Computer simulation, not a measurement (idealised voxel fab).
The process module presented herein is designated voxel trench capacitor.
Cross-sectional view cut (width: 160 nm; square cell size: 5 nm).
Heads up, the way a cross-section reads in here is a grid of square cells, handed over as bands from the top down, with every band being one or more rows of cells. Look at the band entry: it leads with the top's height and the bottom's height in nm. Then it lists the materials left to right, with a width in nm for each. The word "everywhere" on a single material says that material fills the band edge to edge. The word "air" is empty space. Measure heights from 0. That's the level where, below it, the as-received wafer is all one material. The lowest band is bottomless and extends downward; write it as in "0 nm and below". Width "30->40": first value at the band's top row of cells, second value at its bottom row, equal change from row to row. A step reported as "same as before" is a step in which no cell of the cross-section changed. For the entry "Catalogued sealed voids", the listed items are empty spaces with no open way to the top whose size is 8 cells or more; each item follows the pattern width x height at distance, where distance is from the left edge and all three are in nm. That trailing text on a step's line, after the settings, is the simulator's own remark on the step. When a step includes a mask, the "overlay nm" setting on its line states how far to the right of its planned place that mask lay, and negative values state how far to the left.
BELOW IS THE LIST OF PLANNED PROCESS STEPS
- 1: RECEIVE: material Si
- 2: CONFORMAL_DEP: material SiN, thk nm 10
- 3: PATTERN: tone open, mask id TRENCH, material resist, width nm 25, pitch nm 40, thk nm 20, overlay nm 0
- 4: DIRECTIONAL_ETCH: etch materials SiN, depth nm 10
- 5: DIRECTIONAL_ETCH: etch materials Si, depth nm 35
- 6: STRIP: etch materials resist
- 7: CONFORMAL_DEP: material Al2O3, thk nm 5
- 8: FILL_DEP: material polySi, thk nm 10
- 9: CMP: height nm 10
CROSS-SECTION OF THE WAFER UPON ARRIVAL, REPRESENTING THE STATE REACHED AFTER STEP 1
    0 nm and below | Si everywhere
    Catalogued sealed voids: none
RUN AS PLANNED - FIRST OF THE TWO WAFERS CROSS-SECTIONED AT THE END OF THE MODULE
    10 nm to 0 nm | 45 SiN, then 5 Al2O3, then 15 polySi, then 5 Al2O3, then 15 SiN, then 5 Al2O3, then 15 polySi, then 5 Al2O3, then 50 SiN
    0 nm to -30 nm | 45 Si, then 5 Al2O3, then 15 polySi, then 5 Al2O3, then 15 Si, then 5 Al2O3, then 15 polySi, then 5 Al2O3, then 50 Si
    -30 nm to -35 nm | 45 Si, then 25 Al2O3, then 15 Si, then 25 Al2O3, then 50 Si
    -35 nm and below | Si everywhere
    Catalogued sealed voids: none
END-OF-MODULE CROSS-SECTION OF THE SECOND WAFER: IDENTICAL STARTING POINT AND PROCESS PLAN TO THE FIRST, WITH ONE PROCESSING MISTAKE
    10 nm to 0 nm | 45 SiN, then 5 Al2O3, then 15 SiN, then 5 Al2O3, then 15 SiN, then 5 Al2O3, then 15 SiN, then 5 Al2O3, then 50 SiN
    0 nm to -30 nm | 45 Si, then 5 Al2O3, then 15 SiN, then 5 Al2O3, then 15 Si, then 5 Al2O3, then 15 SiN, then 5 Al2O3, then 50 Si
    -30 nm to -35 nm | 45 Si, then 25 Al2O3, then 15 Si, then 25 Al2O3, then 50 Si
    -35 nm and below | Si everywhere
    Catalogued sealed voids: none
Finding, execution versus plan: heads up, step 8 didn't go per plan, it actually ran as FILL_DEP: material SiN, thk nm 10
Looking at both finished wafers in cells, the second ends up ahead of or behind the first on some materials: 48 more of SiN; 48 fewer of polySi
